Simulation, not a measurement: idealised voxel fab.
process module | voxel transistor to metal
cross-section cut | 295 nm wide | cells 5 nm
A cross-section is a grid of square cells, given in bands from the top down. A band is one or more rows of cells.
Each band's line starts with the height of the band's top and of its bottom, in nm. Then come its materials from left to right, each with its width in nm. One material with "throughout" fills the band from edge to edge. "air" is empty space.
Height 0 is the level under which the wafer as received is all one material. The lowest band goes on downwards, as in "0 down".
A width such as "30 to 40" changes by the same amount from each row of cells to the next, from the band's top row to its bottom row.
"no change" after a step means that no cell of the cross-section changed.
closed voids: empty space of 8 cells or more with no open way to the top, each as width x height at its distance from the left edge, in nm
after a step's settings: what the simulator itself notes on the step
overlay nm, on a step with a mask: how far to the right of its planned place the mask lay; to the left if negative
plan
1 op RECEIVE | material Si
2 op CONFORMAL_DEP | material SiO2 | thk nm 5
3 op CONFORMAL_DEP | material SiN | thk nm 15
4 op PATTERN | tone cover | mask id ACTIVE | material resist | width nm 110 | pitch nm 140 | thk nm 20 | overlay nm 0
5 op DIRECTIONAL_ETCH | etch materials SiN | depth nm 15
6 op DIRECTIONAL_ETCH | etch materials SiO2 | depth nm 5
7 op DIRECTIONAL_ETCH | etch materials Si | depth nm 35
8 op STRIP | etch materials resist
9 op OXIDIZE | depth nm 5
10 op FILL_DEP | material SiO2 | thk nm 15
11 op CMP | height nm 20
12 op SELECTIVE_ETCH | etch materials SiO2 | depth nm 10
13 op STRIP | etch materials SiN
14 op SELECTIVE_ETCH | etch materials SiO2 | depth nm 5
15 op OXIDIZE | depth nm 5
16 op DIRECTIONAL_DEP | material polySi | thk nm 30
17 op DIRECTIONAL_DEP | material SiCN | thk nm 15
18 op MASKED_ETCH | tone cover | mask id GATE | width nm 20 | pitch nm 140 | etch materials SiCN | depth nm 25 | overlay nm 0
19 op MASKED_ETCH | tone cover | mask id GATE | width nm 20 | pitch nm 140 | etch materials polySi | depth nm 40 | overlay nm 0
20 op CONFORMAL_DEP | material SiO2 | thk nm 5
21 op DIRECTIONAL_ETCH | etch materials SiO2 | depth nm 5
22 op CONFORMAL_DEP | material SiN | thk nm 5
23 op DIRECTIONAL_ETCH | etch materials SiN | depth nm 5
24 op DIRECTIONAL_ETCH | etch materials SiO2 | depth nm 5
25 op EPI | material nSi | thk nm 5
26 op FILL_DEP | material SiO2 | thk nm 5
27 op CMP | height nm 45
28 op DIRECTIONAL_DEP | material SiO2 | thk nm 15
29 op PATTERN | tone open | mask id CONTACT | material resist | width nm 35 | thk nm 15 | overlay nm 0
30 op DIRECTIONAL_ETCH | etch materials SiO2 | depth nm 60
31 op STRIP | etch materials resist
32 op CONFORMAL_DEP | material TiN | thk nm 5
33 op FILL_DEP | material Ru | thk nm 5
34 op CMP | height nm 60
35 op DIRECTIONAL_DEP | material TiN | thk nm 5
36 op DIRECTIONAL_DEP | material Ru | thk nm 15
37 op MASKED_ETCH | tone cover | mask id METAL_1 | width nm 20 | etch materials Ru | depth nm 15 | overlay nm 0
38 op MASKED_ETCH | tone cover | mask id METAL_1 | width nm 20 | etch materials TiN | depth nm 5 | overlay nm 0
39 op FILL_DEP | material SiO2 | thk nm 5
40 op CMP | height nm 80
41 op CONFORMAL_DEP | material SiCN | thk nm 5
42 op DIRECTIONAL_DEP | material lowk | thk nm 30
43 op DIRECTIONAL_DEP | material aC | thk nm 10
44 op PATTERN | tone open | mask id METAL_2 | material resist | width nm 20 | pitch nm 140 | thk nm 30 | overlay nm 0
45 op DIRECTIONAL_ETCH | etch materials aC | depth nm 10
46 op STRIP | etch materials resist
47 op DIRECTIONAL_ETCH | etch materials lowk | depth nm 15
48 op STRIP | etch materials aC
49 op PATTERN | tone open | mask id METAL_2_HOLES | material resist | width nm 15 | pitch nm 140 | thk nm 15 | overlay nm 0
50 op DIRECTIONAL_ETCH | etch materials lowk | depth nm 15
51 op DIRECTIONAL_ETCH | etch materials SiCN | depth nm 5
52 op STRIP | etch materials resist
53 op CONFORMAL_DEP | material TiN | thk nm 5
54 op FILL_DEP | material Ru | thk nm 10
55 op CMP | height nm 115
56 op CONFORMAL_DEP | material SiN | thk nm 5
as received, after step 1
  0 down: Si throughout
  closed voids: none
a wafer at the end: this start, this plan, one mistake
  120 to 115: SiN throughout
  115 to 105: lowk 25 | TiN 5 | Ru 10 | TiN 5 | lowk 120 | TiN 5 | Ru 10 | TiN 5 | lowk 110
  105 to 100: lowk 25 | TiN 5 | Ru 5 | TiN 10 | lowk 120 | TiN 5 | Ru 5 | TiN 10 | lowk 110
  100 to 85: lowk 25 | TiN 5 | Ru 5 | TiN 5 | lowk 125 | TiN 5 | Ru 5 | TiN 5 | lowk 115
  85 to 80: SiCN 25 | TiN 15 | SiCN 125 | TiN 15 | SiCN 115
  80 to 65: SiO2 25 | Ru 20 | SiO2 60 | Ru 20 | SiO2 40 | Ru 20 | SiO2 60 | Ru 20 | SiO2 30
  65 to 60: SiO2 25 | TiN 20 | SiO2 60 | TiN 20 | SiO2 40 | TiN 20 | SiO2 60 | TiN 20 | SiO2 30
  60 to 50: SiO2 25 | TiN 5 | Ru 25 | TiN 5 | SiO2 30 | TiN 5 | Ru 25 | TiN 5 | SiO2 40 | TiN 5 | Ru 25 | TiN 5 | SiO2 30 | TiN 5 | Ru 25 | TiN 5 | SiO2 30
  50 to 45: SiO2 25 | TiN 5 | Ru 20 | TiN 10 | SiO2 30 | TiN 10 | Ru 20 | TiN 5 | SiO2 40 | TiN 5 | Ru 20 | TiN 10 | SiO2 30 | TiN 10 | Ru 20 | TiN 5 | SiO2 30
  45 to 30: SiO2 25 | TiN 5 | Ru 20 | TiN 5 | SiN 5 | SiO2 5 | SiCN 20 | SiO2 5 | SiN 5 | TiN 5 | Ru 20 | TiN 5 | SiO2 40 | TiN 5 | Ru 20 | TiN 5 | SiN 5 | SiO2 5 | SiCN 20 | SiO2 5 | SiN 5 | TiN 5 | Ru 20 | TiN 5 | SiO2 30
  30 to 5: SiO2 25 | TiN 5 | Ru 20 | TiN 5 | SiN 5 | SiO2 5 | polySi 20 | SiO2 5 | SiN 5 | TiN 5 | Ru 20 | TiN 5 | SiO2 40 | TiN 5 | Ru 20 | TiN 5 | SiN 5 | SiO2 5 | polySi 20 | SiO2 5 | SiN 5 | TiN 5 | Ru 20 | TiN 5 | SiO2 30
  5 to 0: SiO2 20 | SiN 5 | TiN 30 | SiN 5 | SiO2 5 | polySi 20 | SiO2 5 | SiN 5 | TiN 30 | SiO2 5 | SiN 5 | SiO2 25 | SiN 5 | TiN 30 | SiN 5 | SiO2 5 | polySi 20 | SiO2 5 | SiN 5 | TiN 30 | SiO2 5 | SiN 5 | SiO2 20
  0 to -5: SiO2 25 | nSi 30 | SiO2 40 | nSi 35 | SiO2 35 | nSi 30 | SiO2 40 | nSi 35 | SiO2 25
  -5 to -40: SiO2 25 | Si 105 | SiO2 35 | Si 105 | SiO2 25
  -40 down: Si throughout
  closed voids: none
what went wrong: step 4 ran as: op PATTERN | tone cover | mask id ACTIVE | material resist | width nm 115 | pitch nm 140 | thk nm 20 | overlay nm 0
